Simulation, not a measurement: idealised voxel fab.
Process module, titled voxel capacitor over wiring
Square cells of 5 nm make up the cross-section cut, whose width is 280 nm.
Think of the cross-section as a grid of square cells. We describe it in bands, top to bottom, and each band covers one or more rows of those cells.
First you get the band's top height and its bottom height, in nm, and then the materials it's made of, left to right, with each width in nm. If you see a single material with "everywhere", that one covers the band edge to edge. "blank" is empty space.
Counting heights begins at 0, where everything beneath is, in the wafer as received, one material. The lowest band has no bottom; it goes on downwards, as "top 0, no bottom" shows.
Note: "30->40" means the width goes from the first number (top row of the band) to the second number (bottom row) in equal steps per row of cells.
Step note "remained unchanged" = no cross-section cell changed.
For the entry "Closed-off voids", the listed items are empty spaces with no open way to the top whose size is 8 cells or more; each item follows the pattern width x height at distance, where distance is from the left edge and all three are in nm.
Step line, after settings: the simulator's comment on this step.
overlay nm, on a step with a mask: how far to the right of its planned place the mask lay; to the left if negative
The steps planned for the process are as follows
- 1: RECEIVE: material Si
- 2: CONFORMAL_DEP: material SiO2, thk nm 10
- 3: CONFORMAL_DEP: material SiN, thk nm 5
- 4: DIRECTIONAL_DEP: material lowk, thk nm 25
- 5: PATTERN: tone open, mask id METAL_1, material resist, width nm 30, pitch nm 80, thk nm 20, overlay nm 0
- 6: DIRECTIONAL_ETCH: etch materials lowk, depth nm 25
- 7: DIRECTIONAL_ETCH: etch materials SiN, depth nm 5
- 8: STRIP: etch materials resist
- 9: CONFORMAL_DEP: material TiN, thk nm 5
- 10: FILL_DEP: material Cu, thk nm 10
- 11: CMP: height nm 40
- 12: CONFORMAL_DEP: material SiCN, thk nm 5
- 13: DIRECTIONAL_DEP: material lowk, thk nm 20
- 14: DIRECTIONAL_DEP: material aC, thk nm 15
- 15: PATTERN: tone open, mask id PLUG_1, material resist, width nm 15, thk nm 35, overlay nm 0
- 16: DIRECTIONAL_ETCH: etch materials aC, depth nm 15
- 17: STRIP: etch materials resist
- 18: DIRECTIONAL_ETCH: etch materials lowk, depth nm 20
- 19: DIRECTIONAL_ETCH: etch materials SiCN, depth nm 5
- 20: STRIP: etch materials aC
- 21: CONFORMAL_DEP: material TiN, thk nm 5
- 22: FILL_DEP: material Ru, thk nm 10
- 23: CMP: height nm 65
- 24: DIRECTIONAL_DEP: material TiN, thk nm 10
- 25: DIRECTIONAL_DEP: material HfO2, thk nm 5
- 26: DIRECTIONAL_DEP: material TiN, thk nm 5
- 27: PATTERN: tone cover, mask id UPPER_PLATE, material resist, width nm 55, thk nm 15, overlay nm 0
- 28: DIRECTIONAL_ETCH: etch materials TiN, depth nm 5
- 29: DIRECTIONAL_ETCH: etch materials HfO2, depth nm 5
- 30: STRIP: etch materials resist
- 31: PATTERN: tone cover, mask id LOWER_PLATE, material resist, width nm 65, thk nm 15, overlay nm 0
- 32: DIRECTIONAL_ETCH: etch materials TiN, depth nm 10
- 33: STRIP: etch materials resist
- 34: FILL_DEP: material SiO2, thk nm 20
- 35: CMP: height nm 100
- 36: PATTERN: tone open, mask id PLUG_2, material resist, width nm 15, thk nm 20, overlay nm 0
- 37: DIRECTIONAL_ETCH: etch materials SiO2, depth nm 15
- 38: STRIP: etch materials resist
- 39: CONFORMAL_DEP: material TiN, thk nm 5
- 40: FILL_DEP: material Ru, thk nm 10
- 41: CMP: height nm 100
- 42: CONFORMAL_DEP: material SiN, thk nm 5
Cross-section: wafer on arrival = after step 1
    top 0, no bottom = Si everywhere
    Closed-off voids: none
As-planned run: cross-section of the first of two wafers at end of module
    top 105, bottom 100 = SiN everywhere
    top 100, bottom 90 = 110 nm SiO2, then 5 nm TiN, then 5 nm Ru, then 5 nm TiN, then 155 nm SiO2
    top 90, bottom 80 = 110->100 nm SiO2, then 15->55 nm TiN, then 155->125 nm SiO2
    top 80, bottom 75 = 100 nm SiO2, then 55 nm HfO2, then 125 nm SiO2
    top 75, bottom 65 = 95 nm SiO2, then 65 nm TiN, then 120 nm SiO2
    top 65, bottom 45 = 100 nm lowk, then 5 nm TiN, then 5 nm Ru, then 5 nm TiN, then 165 nm lowk
    top 45, bottom 40 = 100 nm SiCN, then 15 nm TiN, then 165 nm SiCN
    top 40, bottom 15 = 85 nm lowk, then 5 nm TiN, then 20 nm Cu, then 5 nm TiN, then 50 nm lowk, then 5 nm TiN, then 20 nm Cu, then 5 nm TiN, then 85 nm lowk
    top 15, bottom 10 = 85 nm SiN, then 30 nm TiN, then 50 nm SiN, then 30 nm TiN, then 85 nm SiN
    top 10, bottom 0 = SiO2 everywhere
    top 0, no bottom = Si everywhere
    Closed-off voids: none
Second wafer at the end: like start, like plan, one mistake
    top 105, bottom 100 = SiN everywhere
    top 100, bottom 95 = 110 nm SiO2, then 15 nm TiN, then 155 nm SiO2
    top 95, bottom 85 = SiO2 everywhere
    top 85, bottom 80 = 100 nm SiO2, then 55 nm TiN, then 125 nm SiO2
    top 80, bottom 75 = 100 nm SiO2, then 55 nm HfO2, then 125 nm SiO2
    top 75, bottom 65 = 95 nm SiO2, then 65 nm TiN, then 120 nm SiO2
    top 65, bottom 45 = 100 nm lowk, then 5 nm TiN, then 5 nm Ru, then 5 nm TiN, then 165 nm lowk
    top 45, bottom 40 = 100 nm SiCN, then 15 nm TiN, then 165 nm SiCN
    top 40, bottom 15 = 85 nm lowk, then 5 nm TiN, then 20 nm Cu, then 5 nm TiN, then 50 nm lowk, then 5 nm TiN, then 20 nm Cu, then 5 nm TiN, then 85 nm lowk
    top 15, bottom 10 = 85 nm SiN, then 30 nm TiN, then 50 nm SiN, then 30 nm TiN, then 85 nm SiN
    top 10, bottom 0 = SiO2 everywhere
    top 0, no bottom = Si everywhere
    Closed-off voids: none
Here's what went sideways: step 37 was run on a setting that differed from the plan, and what really ran there is DIRECTIONAL_ETCH: etch materials SiO2, depth nm 5
Once processing is complete, comparing cell counts shows that the second wafer has more or fewer of certain materials than the first: 2 fewer of Ru, 6 more of SiO2, 4 fewer of TiN
